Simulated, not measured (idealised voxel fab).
process module | voxel spacer lines
cross-section cut | 185 nm wide | cells 5 nm
A cross-section is a grid of square cells, given in bands from the top down. A band is one or more rows of cells.
Each band's line starts with the height of the band's top and of its bottom, in nm. Then come its materials from left to right, each with its width in nm. One material with "throughout" fills the band from edge to edge. "air" is empty space.
Height 0 is the level under which the wafer as received is all one material. The lowest band goes on downwards, as in "0 down".
A width such as "30 to 40" changes by the same amount from each row of cells to the next, from the band's top row to its bottom row.
"no change" after a step means that no cell of the cross-section changed.
closed voids: empty space of 8 cells or more with no open way to the top, each as width x height at its distance from the left edge, in nm
after a step's settings: what the simulator itself notes on the step
overlay nm, on a step with a mask: how far to the right of its planned place the mask lay; to the left if negative
plan
1 op RECEIVE | material Si
2 op CONFORMAL_DEP | material Al2O3 | thk nm 5
3 op DIRECTIONAL_DEP | material SiN | thk nm 10
4 op DIRECTIONAL_DEP | material aC | thk nm 25
5 op PATTERN | tone cover | mask id MANDREL | material resist | width nm 25 | pitch nm 70 | thk nm 30 | overlay nm 0
6 op DIRECTIONAL_ETCH | etch materials aC | depth nm 25
7 op STRIP | etch materials resist
8 op CONFORMAL_DEP | material SiO2 | thk nm 10
9 op DIRECTIONAL_ETCH | etch materials SiO2 | depth nm 10
10 op STRIP | etch materials aC
11 op DIRECTIONAL_ETCH | etch materials SiN | depth nm 10
12 op STRIP | etch materials SiO2
13 op FILL_DEP | material lowk | thk nm 5
14 op CMP | height nm 15
as received, after step 1
  0 down: Si throughout
  closed voids: none
a wafer at the end: this start, this plan, one mistake
  15 to 10: lowk throughout
  10 to 0: lowk 35 | SiN 10 | lowk 25 | SiN 10 | lowk 25 | SiN 10 | lowk 25 | SiN 10 | lowk 35
  0 down: Si throughout
  closed voids: none
what went wrong: step 2 was left out
